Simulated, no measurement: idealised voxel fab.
This is a process module. Its name is voxel fin reveal.
Pictured: cross-section cut, 295 nm wide, on a grid of 5 nm square cells.
In this document a cross-section is written as a grid of square cells. It is given as a series of bands, listed from the top down, and a band is one or more rows of cells.
Band: top and bottom heights (nm) first, top before bottom; then materials from left to right, widths in nm. "full width" marks a sole material filling the band edge to edge. "air" denotes empty space.
Heights are expressed relative to 0, this being the level below which the as-received wafer comprises one material exclusively. The lowest band is unbounded in the downward direction and is denoted as in "top 0, no bottom".
You'd read "30->40" like this: the band's top row of cells is as wide as the first number, its bottom row is as wide as the second, and going down, every row changes width by the same amount as the row before did.
Reading "nothing altered" for a step: not a cell of the cross-section changed in it.
For the entry "Cavities, sealed", the listed items are empty spaces with no open way to the top whose size is 8 cells or more; each item follows the pattern width x height at distance, where distance is from the left edge and all three are in nm.
It should be noted that, on the line of a given step, the content following the step's settings is a remark produced by the simulator itself with respect to that step.
"overlay nm" denotes, for a step that has a mask, the displacement of the mask to the right of its planned place, with negative values corresponding to the left.

# These are the steps we planned for the process
- 1: RECEIVE (material Si)
- 2: CONFORMAL_DEP (material SiN; thk nm 5)
- 3: PATTERN (tone cover; mask id FINS; material resist; width nm 15; pitch nm 35; thk nm 15; overlay nm -15)
- 4: DIRECTIONAL_ETCH (etch materials SiN; depth nm 5)
- 5: DIRECTIONAL_ETCH (etch materials Si; depth nm 35)
- 6: STRIP (etch materials resist)
- 7: FILL_DEP (material SiO2; thk nm 15)
- 8: CMP (height nm 5)
- 9: SELECTIVE_ETCH (etch materials SiO2; depth nm 25)
- 10: STRIP (etch materials SiN)
- 11: CONFORMAL_DEP (material HfO2; thk nm 5)
The overlay nm used in step 3 is not the same on every wafer, whereas the starting condition is; the value printed in the plan is the first wafer's.

# Received condition of the first of several wafers, sectioned: post-step 1
- top 0, no bottom: Si full width
- Cavities, sealed: none

# Per wafer, end of module: cells gained (+) or lost (-) per material since receipt, then closed voids
overlay nm -15; +91 HfO2; -329 Si; +141 SiO2; Cavities, sealed: none
overlay nm -10; +91 HfO2; -329 Si; +141 SiO2; Cavities, sealed: none
overlay nm -5; +91 HfO2; -329 Si; +141 SiO2; Cavities, sealed: none
overlay nm 0; +91 HfO2; -329 Si; +141 SiO2; Cavities, sealed: none
overlay nm 5; +91 HfO2; -329 Si; +141 SiO2; Cavities, sealed: none
overlay nm 10; +91 HfO2; -329 Si; +141 SiO2; Cavities, sealed: none
overlay nm 15; +91 HfO2; -329 Si; +141 SiO2; Cavities, sealed: none
